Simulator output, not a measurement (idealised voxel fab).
process module | voxel released beams
cross-section cut | 195 nm wide | cells 5 nm
A cross-section is a grid of square cells, given in bands from the top down. A band is one or more rows of cells.
Each band's line starts with the height of the band's top and of its bottom, in nm. Then come its materials from left to right, each with its width in nm. One material with "throughout" fills the band from edge to edge. "air" is empty space.
Height 0 is the level under which the wafer as received is all one material. The lowest band goes on downwards, as in "0 down".
A width such as "30 to 40" changes by the same amount from each row of cells to the next, from the band's top row to its bottom row.
"no change" after a step means that no cell of the cross-section changed.
closed voids: empty space of 8 cells or more with no open way to the top, each as width x height at its distance from the left edge, in nm
after a step's settings: what the simulator itself notes on the step
overlay nm, on a step with a mask: how far to the right of its planned place the mask lay; to the left if negative
Each pair below shows a cross-section before one step and the cross-section after it, down to the lowest band that changed. The line under each pair gives the step between them, with its settings. The pairs can come from different runs of this module on the same starting wafer, so a pair continues from the pair above only where its "before" says so.
before
  0 down: Si throughout
  closed voids: none
after
  10 to 0: SiN throughout
  below 0: unchanged
  closed voids: none
the step between: op CONFORMAL_DEP | material SiN | thk nm 10
before: the cross-section after the pair above
after
  30 to 10: SiO2 throughout
  below 10: unchanged
  closed voids: none
the step between: op DIRECTIONAL_DEP | material SiO2 | thk nm 20
before: the cross-section after the pair above
after
  30 to 10: SiO2 35 | air 45 | SiO2 115
  below 10: unchanged
  closed voids: none
the step between: op MASKED_ETCH | tone open | mask id ANCHOR | width nm 45 | etch materials SiO2 | depth nm 20 | overlay nm 0
before: the cross-section after the pair above
after
  45 to 30: TiN 50 | air 15 | TiN 130
  30 to 25: SiO2 35 | TiN 15 | air 15 | TiN 15 | SiO2 115
  25 to 10: SiO2 35 | TiN 45 | SiO2 115
  below 10: unchanged
  closed voids: none
the step between: op CONFORMAL_DEP | material TiN | thk nm 15
before: the cross-section after the pair above
after
  60 to 45: air 30 | resist 125 | air 40
  45 to 30: TiN 50 | resist 15 | TiN 130
  30 to 25: SiO2 35 | TiN 15 | resist 15 | TiN 15 | SiO2 115
  below 25: unchanged
  closed voids: none
the step between: op PATTERN | tone cover | mask id BEAM | material resist | width nm 125 | thk nm 15 | overlay nm 0
before: the cross-section after the pair above
after
  60 to 45: air 30 | resist 125 | air 40
  45 to 30: air 30 | TiN 20 | resist 15 | TiN 90 | air 40
  below 30: unchanged
  closed voids: none
the step between: op DIRECTIONAL_ETCH | etch materials TiN | depth nm 15
before: the cross-section after the pair above
after
  45 to 30: air 30 | TiN 20 | air 15 | TiN 90 | air 40
  30 to 25: SiO2 35 | TiN 15 | air 15 | TiN 15 | SiO2 115
  below 25: unchanged
  closed voids: none
the step between: op STRIP | etch materials resist
before: the cross-section after the pair above
after
  45 to 30: air 30 | TiN 20 | air 15 | TiN 90 | air 40
  30 to 25: air 35 | TiN 15 | air 15 | TiN 15 | air 115
  25 to 10: air 35 | TiN 45 | air 115
  below 10: unchanged
  closed voids: none
the step between: op STRIP | etch materials SiO2
before
  0 down: Si throughout
  closed voids: none
after
  20 to 0: SiO2 throughout
  below 0: unchanged
  closed voids: none
the step between: op DIRECTIONAL_DEP | material SiO2 | thk nm 20
before: the cross-section after the pair above
after
  20 to 0: SiO2 35 | air 45 | SiO2 115
  below 0: unchanged
  closed voids: none
the step between: op MASKED_ETCH | tone open | mask id ANCHOR | width nm 45 | etch materials SiO2 | depth nm 20 | overlay nm 0
before: the cross-section after the pair above
after
  35 to 20: TiN 50 | air 15 | TiN 130
  20 to 15: SiO2 35 | TiN 15 | air 15 | TiN 15 | SiO2 115
  15 to 0: SiO2 35 | TiN 45 | SiO2 115
  below 0: unchanged
  closed voids: none
the step between: op CONFORMAL_DEP | material TiN | thk nm 15
before: the cross-section after the pair above
after
  50 to 35: air 30 | resist 125 | air 40
  35 to 20: TiN 50 | resist 15 | TiN 130
  20 to 15: SiO2 35 | TiN 15 | resist 15 | TiN 15 | SiO2 115
  below 15: unchanged
  closed voids: none
the step between: op PATTERN | tone cover | mask id BEAM | material resist | width nm 125 | thk nm 15 | overlay nm 0
before: the cross-section after the pair above
after
  50 to 35: air 30 | resist 125 | air 40
  35 to 20: air 30 | TiN 20 | resist 15 | TiN 90 | air 40
  below 20: unchanged
  closed voids: none
the step between: op DIRECTIONAL_ETCH | etch materials TiN | depth nm 15
before: the cross-section after the pair above
after
  35 to 20: air 30 | TiN 20 | air 15 | TiN 90 | air 40
  20 to 15: SiO2 35 | TiN 15 | air 15 | TiN 15 | SiO2 115
  below 15: unchanged
  closed voids: none
the step between: op STRIP | etch materials resist
before: the cross-section after the pair above
after
  35 to 20: air 30 | TiN 20 | air 15 | TiN 90 | air 40
  20 to 15: air 35 | TiN 15 | air 15 | TiN 15 | air 115
  15 to 0: air 35 | TiN 45 | air 115
  below 0: unchanged
  closed voids: none
the step between: op STRIP | etch materials SiO2
before
  45 to 30: TiN 50 | air 15 | TiN 130
  30 to 25: SiO2 35 | TiN 15 | air 15 | TiN 15 | SiO2 115
  25 to 10: SiO2 35 | TiN 45 | SiO2 115
  10 to 0: SiN throughout
  0 down: Si throughout
  closed voids: none
after
  60 to 30: TiN throughout
  30 to 10: SiO2 35 | TiN 45 | SiO2 115
  below 10: unchanged
  closed voids: none
the step between: op CONFORMAL_DEP | material TiN | thk nm 15
before: the cross-section after the pair above
after
  75 to 60: air 30 | resist 125 | air 40
  below 60: unchanged
  closed voids: none
the step between: op PATTERN | tone cover | mask id BEAM | material resist | width nm 125 | thk nm 15 | overlay nm 0
before: the cross-section after the pair above
after
  75 to 60: air 30 | resist 125 | air 40
  60 to 45: air 30 | TiN 125 | air 40
  below 45: unchanged
  closed voids: none
the step between: op DIRECTIONAL_ETCH | etch materials TiN | depth nm 15
before: the cross-section after the pair above
after
  60 to 45: air 30 | TiN 125 | air 40
  below 45: unchanged
  closed voids: none
the step between: op STRIP | etch materials resist
before
  20 to 0: SiO2 throughout
  0 down: Si throughout
  closed voids: none
after
  30 to 20: SiN throughout
  below 20: unchanged
  closed voids: none
the step between: op CONFORMAL_DEP | material SiN | thk nm 10
before: the cross-section after the pair above
after
  45 to 30: TiN throughout
  below 30: unchanged
  closed voids: none
the step between: op CONFORMAL_DEP | material TiN | thk nm 15
before: the cross-section after the pair above
after
  60 to 45: air 30 | resist 125 | air 40
  below 45: unchanged
  closed voids: none
the step between: op PATTERN | tone cover | mask id BEAM | material resist | width nm 125 | thk nm 15 | overlay nm 0
before: the cross-section after the pair above
after
  60 to 45: air 30 | resist 125 | air 40
  45 to 30: air 30 | TiN 125 | air 40
  below 30: unchanged
  closed voids: none
the step between: op DIRECTIONAL_ETCH | etch materials TiN | depth nm 15
before: the cross-section after the pair above
after
  45 to 30: air 30 | TiN 125 | air 40
  below 30: unchanged
  closed voids: none
the step between: op STRIP | etch materials resist
before
  60 to 45: air 30 | resist 125 | air 40
  45 to 30: TiN 50 | resist 15 | TiN 130
  30 to 25: SiO2 35 | TiN 15 | resist 15 | TiN 15 | SiO2 115
  25 to 10: SiO2 35 | TiN 45 | SiO2 115
  10 to 0: SiN throughout
  0 down: Si throughout
  closed voids: none
after
  60 to 45: air 30 | resist 125 | air 40
  45 to 40: air 30 | TiN 20 | resist 15 | TiN 90 | air 40
  below 40: unchanged
  closed voids: none
the step between: op DIRECTIONAL_ETCH | etch materials TiN | depth nm 5
before: the cross-section after the pair above
after
  45 to 40: air 30 | TiN 20 | air 15 | TiN 90 | air 40
  40 to 30: TiN 50 | air 15 | TiN 130
  30 to 25: SiO2 35 | TiN 15 | air 15 | TiN 15 | SiO2 115
  below 25: unchanged
  closed voids: none
the step between: op STRIP | etch materials resist
before
  45 to 30: TiN 50 | air 15 | TiN 130
  30 to 25: SiO2 35 | TiN 15 | air 15 | TiN 15 | SiO2 115
  25 to 10: SiO2 35 | TiN 45 | SiO2 115
  10 to 0: SiN throughout
  0 down: Si throughout
  closed voids: none
after
  60 to 45: air 30 | resist 130 | air 35
  45 to 30: TiN 50 | resist 15 | TiN 130
  30 to 25: SiO2 35 | TiN 15 | resist 15 | TiN 15 | SiO2 115
  below 25: unchanged
  closed voids: none
the step between: op PATTERN | tone cover | mask id BEAM | material resist | width nm 130 | thk nm 15 | overlay nm 0
before: the cross-section after the pair above
after
  60 to 45: air 30 | resist 130 | air 35
  45 to 30: air 30 | TiN 20 | resist 15 | TiN 95 | air 35
  below 30: unchanged
  closed voids: none
the step between: op DIRECTIONAL_ETCH | etch materials TiN | depth nm 15
before: the cross-section after the pair above
after
  45 to 30: air 30 | TiN 20 | air 15 | TiN 95 | air 35
  30 to 25: SiO2 35 | TiN 15 | air 15 | TiN 15 | SiO2 115
  below 25: unchanged
  closed voids: none
the step between: op STRIP | etch materials resist
before: the cross-section after the pair above
after
  45 to 30: air 30 | TiN 20 | air 15 | TiN 95 | air 35
  30 to 25: air 35 | TiN 15 | air 15 | TiN 15 | air 115
  25 to 10: air 35 | TiN 45 | air 115
  below 10: unchanged
  closed voids: none
the step between: op STRIP | etch materials SiO2
before
  30 to 10: SiO2 throughout
  10 to 0: SiN throughout
  0 down: Si throughout
  closed voids: none
after
  30 to 10: SiO2 40 | air 45 | SiO2 110
  below 10: unchanged
  closed voids: none
the step between: op MASKED_ETCH | tone open | mask id ANCHOR | width nm 45 | etch materials SiO2 | depth nm 20 | overlay nm 5
before: the cross-section after the pair above
after
  45 to 30: TiN 55 | air 15 | TiN 125
  30 to 25: SiO2 40 | TiN 15 | air 15 | TiN 15 | SiO2 110
  25 to 10: SiO2 40 | TiN 45 | SiO2 110
  below 10: unchanged
  closed voids: none
the step between: op CONFORMAL_DEP | material TiN | thk nm 15
before: the cross-section after the pair above
after
  60 to 45: air 30 | resist 125 | air 40
  45 to 30: TiN 55 | resist 15 | TiN 125
  30 to 25: SiO2 40 | TiN 15 | resist 15 | TiN 15 | SiO2 110
  below 25: unchanged
  closed voids: none
the step between: op PATTERN | tone cover | mask id BEAM | material resist | width nm 125 | thk nm 15 | overlay nm 0
before: the cross-section after the pair above
after
  60 to 45: air 30 | resist 125 | air 40
  45 to 30: air 30 | TiN 25 | resist 15 | TiN 85 | air 40
  below 30: unchanged
  closed voids: none
the step between: op DIRECTIONAL_ETCH | etch materials TiN | depth nm 15
before: the cross-section after the pair above
after
  45 to 30: air 30 | TiN 25 | air 15 | TiN 85 | air 40
  30 to 25: SiO2 40 | TiN 15 | air 15 | TiN 15 | SiO2 110
  below 25: unchanged
  closed voids: none
the step between: op STRIP | etch materials resist
before: the cross-section after the pair above
after
  45 to 30: air 30 | TiN 25 | air 15 | TiN 85 | air 40
  30 to 25: air 40 | TiN 15 | air 15 | TiN 15 | air 110
  25 to 10: air 40 | TiN 45 | air 110
  below 10: unchanged
  closed voids: none
the step between: op STRIP | etch materials SiO2
before
  0 down: Si throughout
  closed voids: none
after
  10 to 0: TiN throughout
  below 0: unchanged
  closed voids: none
the step between: op CONFORMAL_DEP | material TiN | thk nm 10
before: the cross-section after the pair above
after
  30 to 10: SiO2 throughout
  below 10: unchanged
  closed voids: none
the step between: op DIRECTIONAL_DEP | material SiO2 | thk nm 20
before: the cross-section after the pair above
after
  30 to 10: SiO2 35 | air 45 | SiO2 115
  below 10: unchanged
  closed voids: none
the step between: op MASKED_ETCH | tone open | mask id ANCHOR | width nm 45 | etch materials SiO2 | depth nm 20 | overlay nm 0
before: the cross-section after the pair above
after
  45 to 30: TiN 50 | air 15 | TiN 130
  30 to 25: SiO2 35 | TiN 15 | air 15 | TiN 15 | SiO2 115
  25 to 10: SiO2 35 | TiN 45 | SiO2 115
  below 10: unchanged
  closed voids: none
the step between: op CONFORMAL_DEP | material TiN | thk nm 15
before: the cross-section after the pair above
after
  60 to 45: air 30 | resist 125 | air 40
  45 to 30: TiN 50 | resist 15 | TiN 130
  30 to 25: SiO2 35 | TiN 15 | resist 15 | TiN 15 | SiO2 115
  below 25: unchanged
  closed voids: none
the step between: op PATTERN | tone cover | mask id BEAM | material resist | width nm 125 | thk nm 15 | overlay nm 0
before: the cross-section after the pair above
after
  60 to 45: air 30 | resist 125 | air 40
  45 to 30: air 30 | TiN 20 | resist 15 | TiN 90 | air 40
  below 30: unchanged
  closed voids: none
the step between: op DIRECTIONAL_ETCH | etch materials TiN | depth nm 15
before: the cross-section after the pair above
after
  45 to 30: air 30 | TiN 20 | air 15 | TiN 90 | air 40
  30 to 25: SiO2 35 | TiN 15 | air 15 | TiN 15 | SiO2 115
  below 25: unchanged
  closed voids: none
the step between: op STRIP | etch materials resist
before: the cross-section after the pair above
after
  45 to 30: air 30 | TiN 20 | air 15 | TiN 90 | air 40
  30 to 25: air 35 | TiN 15 | air 15 | TiN 15 | air 115
  25 to 10: air 35 | TiN 45 | air 115
  below 10: unchanged
  closed voids: none
the step between: op STRIP | etch materials SiO2
before
  30 to 10: SiO2 throughout
  10 to 0: SiN throughout
  0 down: Si throughout
  closed voids: none
after
  30 to 10: air 35 | SiO2 45 | air 115
  below 10: unchanged
  closed voids: none
the step between: op MASKED_ETCH | tone cover | mask id ANCHOR | width nm 45 | etch materials SiO2 | depth nm 20 | overlay nm 0
before: the cross-section after the pair above
after
  45 to 30: air 20 | TiN 75 | air 100
  30 to 25: air 20 | TiN 15 | SiO2 45 | TiN 15 | air 100
  25 to 10: TiN 35 | SiO2 45 | TiN 115
  below 10: unchanged
  closed voids: none
the step between: op CONFORMAL_DEP | material TiN | thk nm 15
before: the cross-section after the pair above
after
  60 to 45: air 30 | resist 125 | air 40
  45 to 30: air 20 | TiN 75 | resist 60 | air 40
  30 to 25: air 20 | TiN 15 | SiO2 45 | TiN 15 | resist 60 | air 40
  below 25: unchanged
  closed voids: none
the step between: op PATTERN | tone cover | mask id BEAM | material resist | width nm 125 | thk nm 15 | overlay nm 0
before: the cross-section after the pair above
after
  60 to 45: air 30 | resist 125 | air 40
  45 to 30: air 30 | TiN 65 | resist 60 | air 40
  30 to 25: air 20 | TiN 15 | SiO2 45 | TiN 15 | resist 60 | air 40
  25 to 10: air 20 | TiN 15 | SiO2 45 | TiN 75 | air 40
  below 10: unchanged
  closed voids: none
the step between: op DIRECTIONAL_ETCH | etch materials TiN | depth nm 15
before: the cross-section after the pair above
after
  45 to 30: air 30 | TiN 65 | air 100
  30 to 25: air 20 | TiN 15 | SiO2 45 | TiN 15 | air 100
  below 25: unchanged
  closed voids: none
the step between: op STRIP | etch materials resist
